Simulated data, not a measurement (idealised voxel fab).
Presented below is a process module, voxel lift off.
Shown is cross-section cut, with a width of 290 nm and square cells of size 5 nm.
Reading order for cross-sections: top band down to bottom band. Underlying form: a grid of square cells. Band size: one or more rows of cells. Heights first: top, then bottom, in nm. Then materials, left to right, each with a width in nm. "edge to edge" on a single material: fills the band edge to edge. "air": empty space. The reference from which all heights are counted is 0, the level beneath which the as-received wafer is entirely one material; the lowest band, having no lower bound, proceeds downward and is written after the example "0 nm and below". It should be noted that a width expressed as "30->40" varies in equal increments from row to row of cells within the band, taking the value of the first number at the top row and that of the second number at the bottom row. When a step is marked "remains unaltered", none of the cells in the cross-section changed during that step. The entry "Voids lacking openings" lists the empty spaces that cover at least 8 cells and have no open path to the top. Each is written as width x height at distance, where the distance is measured from the left edge and all three values are in nm. On a step's line, text after the settings is the simulator commenting on that step. overlay nm: for a step with a mask, the amount by which the mask lay right of where it was planned; a negative amount means left of it.
PLANNED PROCESS STEPS
1 op RECEIVE | material Si
2 op CONFORMAL_DEP | material SiO2 | thk nm 5
3 op PATTERN | tone open | mask id LINES | material resist | width nm 25 | pitch nm 40 | thk nm 25 | overlay nm 0
4 op DIRECTIONAL_DEP | material Ru | thk nm 10
5 op STRIP | etch materials resist
6 op CONFORMAL_DEP | material SiCN | thk nm 10
HERE'S WHAT THE WAFER LOOKED LIKE IN CROSS-SECTION WHEN IT ARRIVED - THAT'S AFTER STEP 1
	0 nm and below = Si edge to edge
	Voids lacking openings: none
FIRST WAFER AT THE END, AS PLANNED
	25 nm to 15 nm = 100 air, then 85 SiCN, then 105 air
	15 nm to 5 nm = 110 SiCN, then 25 Ru, then 15 SiCN, then 25 Ru, then 115 SiCN
	5 nm to 0 nm = SiO2 edge to edge
	0 nm and below = Si edge to edge
	Voids lacking openings: none
MODULE END: CROSS-SECTION OF WAFER TWO OF TWO. SAME START AND PROCESS PLAN AS THE FIRST WAFER. ONE MISTAKE DURING EXECUTION
	15 nm to 5 nm = 110 air, then 25 Ru, then 15 air, then 25 Ru, then 115 air
	5 nm to 0 nm = SiO2 edge to edge
	0 nm and below = Si edge to edge
	Voids lacking openings: none
Deviation from plan: step 6 of the plan never got run, it was skipped over
Final difference in cells, second wafer against first, listed per material as more or fewer: -130 SiCN
